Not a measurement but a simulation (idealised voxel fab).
This is a process module. Its name is voxel wiring stack.
Square cells of 5 nm make up the cross-section cut, whose width is 160 nm.
Each cross-section below is a grid of square cells, stated as bands in top-down order, with one or more rows of cells making up each band. The entry gives the band's vertical extent as a top height and a bottom height in nm, then its horizontal make-up as materials from left to right, each with a width in nm. "blank" stands for empty space; a single material marked "all across" fills the band edge to edge. Below 0: as-received wafer, all one material; heights counted from there. Lowest band: no bottom, goes on down, written "0 and below". A width such as "30->40" changes by the same amount from each row of cells to the next, from the band's top row to its bottom row. No cell of the cross-section changed in a step that is given as "no alteration". This entry, "Trapped voids", enumerates those empty regions of no fewer than 8 cells that possess no open connection to the top. Each region is reported in the form width x height at distance, the distance being taken from the left edge, with all three quantities expressed in nm. Whatever follows a step's settings on its line is a remark the simulator itself makes about that step. When a step includes a mask, the "overlay nm" setting on its line states how far to the right of its planned place that mask lay, and negative values state how far to the left.

[This section lists the process steps that were planned]
1. RECEIVE (material Si)
2. CONFORMAL_DEP (material SiO2; thk nm 15)
3. CONFORMAL_DEP (material SiCN; thk nm 5)
4. DIRECTIONAL_DEP (material lowk; thk nm 20)
5. DIRECTIONAL_DEP (material aC; thk nm 15)
6. PATTERN (tone open; mask id METAL_1; material resist; width nm 25; pitch nm 45; thk nm 30; overlay nm 0)
7. DIRECTIONAL_ETCH (etch materials aC; depth nm 15)
8. STRIP (etch materials resist)
9. DIRECTIONAL_ETCH (etch materials lowk; depth nm 20)
10. DIRECTIONAL_ETCH (etch materials SiCN; depth nm 5)
11. STRIP (etch materials aC)
12. CONFORMAL_DEP (material TiN; thk nm 5)
13. FILL_DEP (material Cu; thk nm 5)
14. CMP (height nm 40)
15. CONFORMAL_DEP (material SiCN; thk nm 5)
16. DIRECTIONAL_DEP (material lowk; thk nm 15)
17. MASKED_ETCH (tone open; mask id PLUG_1; width nm 15; pitch nm 45; etch materials lowk; depth nm 15; overlay nm 0)
18. MASKED_ETCH (tone open; mask id PLUG_1; width nm 15; pitch nm 45; etch materials SiCN; depth nm 5; overlay nm 0)
19. EPI (material Ru; thk nm 10)
20. EPI (material Ru; thk nm 10)
21. CONFORMAL_DEP (material SiCN; thk nm 5)
22. DIRECTIONAL_DEP (material SiO2; thk nm 20)
23. PATTERN (tone open; mask id METAL_2; material resist; width nm 25; pitch nm 45; thk nm 15; overlay nm 0)
24. DIRECTIONAL_ETCH (etch materials SiO2; depth nm 20)
25. DIRECTIONAL_ETCH (etch materials SiCN; depth nm 5)
26. STRIP (etch materials resist)
27. CONFORMAL_DEP (material TiN; thk nm 5)
28. FILL_DEP (material W; thk nm 10)
29. CMP (height nm 85)
30. CONFORMAL_DEP (material SiCN; thk nm 5)
31. DIRECTIONAL_DEP (material SiO2; thk nm 35)
32. PATTERN (tone open; mask id METAL_3_HOLES; material resist; width nm 15; pitch nm 45; thk nm 20; overlay nm 0)
33. DIRECTIONAL_ETCH (etch materials SiO2; depth nm 35)
34. STRIP (etch materials resist)
35. DIRECTIONAL_DEP (material aC; thk nm 10)
36. PATTERN (tone open; mask id METAL_3; material resist; width nm 25; pitch nm 45; thk nm 30; overlay nm 0)
37. DIRECTIONAL_ETCH (etch materials aC; depth nm 10)
38. STRIP (etch materials resist)
39. DIRECTIONAL_ETCH (etch materials SiO2; depth nm 20)
40. DIRECTIONAL_ETCH (etch materials SiCN; depth nm 5)
41. STRIP (etch materials aC)
42. CONFORMAL_DEP (material TiN; thk nm 5)
43. FILL_DEP (material Cu; thk nm 10)
44. CMP (height nm 125)
45. CONFORMAL_DEP (material SiCN; thk nm 5)
46. DIRECTIONAL_DEP (material SiO2; thk nm 10)
47. PATTERN (tone open; mask id PLUG_3; material resist; width nm 15; pitch nm 45; thk nm 15; overlay nm 0)
48. DIRECTIONAL_ETCH (etch materials SiO2; depth nm 10)
49. DIRECTIONAL_ETCH (etch materials SiCN; depth nm 5)
50. STRIP (etch materials resist)
51. EPI (material Ru; thk nm 10)
52. EPI (material Ru; thk nm 5)
53. DIRECTIONAL_DEP (material TiN; thk nm 5)
54. DIRECTIONAL_DEP (material Ru; thk nm 20)
55. PATTERN (tone cover; mask id METAL_4; material resist; width nm 25; pitch nm 45; thk nm 15; overlay nm 0)
56. DIRECTIONAL_ETCH (etch materials Ru; depth nm 20)
57. DIRECTIONAL_ETCH (etch materials TiN; depth nm 5)
58. STRIP (etch materials resist)
59. CONFORMAL_DEP (material SiN; thk nm 5)
60. FILL_DEP (material lowk; thk nm 10)
61. CMP (height nm 165)
62. CONFORMAL_DEP (material SiCN; thk nm 5)

[Wafer as received: cross-section following step 1]
> 0 and below: Si all across
> Trapped voids: none

[The cross-section shown corresponds to the wafer at the conclusion of the module. The initial structure and the process plan are those presented above; however, one mistake occurred in executing the plan]
> 170 down to 165: SiCN all across
> 165 down to 145: 40 of lowk  5 of SiN  25 of Ru  5 of SiN  10 of lowk  5 of SiN  25 of Ru  5 of SiN  40 of lowk
> 145 down to 140: 45 of SiN  25 of TiN  20 of SiN  25 of TiN  45 of SiN
> 140 down to 130: 45 of SiO2  15 of Ru  30 of SiO2  15 of Ru  55 of SiO2
> 130 down to 125: 45 of SiCN  15 of Ru  30 of SiCN  15 of Ru  55 of SiCN
> 125 down to 110: 35 of SiO2  5 of TiN  25 of Cu  5 of TiN  10 of SiO2  5 of TiN  25 of Cu  5 of TiN  45 of SiO2
> 110 down to 105: 35 of SiO2  5 of TiN  5 of Cu  25 of TiN  10 of SiO2  5 of TiN  5 of Cu  25 of TiN  45 of SiO2
> 105 down to 95: 35 of SiO2  5 of TiN  5 of Cu  5 of TiN  30 of SiO2  5 of TiN  5 of Cu  5 of TiN  65 of SiO2
> 95 down to 90: 35 of SiO2  15 of TiN  30 of SiO2  15 of TiN  65 of SiO2
> 90 down to 85: 45 of SiCN  5 of TiN  40 of SiCN  5 of TiN  65 of SiCN
> 85 down to 65: 45 of SiO2  5 of TiN  15 of W  5 of TiN  20 of SiO2  5 of TiN  15 of W  5 of TiN  45 of SiO2
> 65 down to 60: 45 of SiCN  25 of TiN  20 of SiCN  25 of TiN  45 of SiCN
> 60 down to 45: 45 of lowk  15 of Ru  30 of lowk  15 of Ru  55 of lowk
> 45 down to 40: 45 of SiCN  15 of Ru  30 of SiCN  15 of Ru  55 of SiCN
> 40 down to 20: 45 of lowk  5 of TiN  15 of Cu  5 of TiN  20 of lowk  5 of TiN  15 of Cu  5 of TiN  45 of lowk
> 20 down to 15: 45 of SiCN  25 of TiN  20 of SiCN  25 of TiN  45 of SiCN
> 15 down to 0: SiO2 all across
> 0 and below: Si all across
> Trapped voids: none
Want to know what went wrong? step 32 was run on a setting that differed from the plan, and what really ran there is PATTERN (tone open; mask id METAL_3_HOLES; material resist; width nm 15; pitch nm 45; thk nm 20; overlay nm -10)
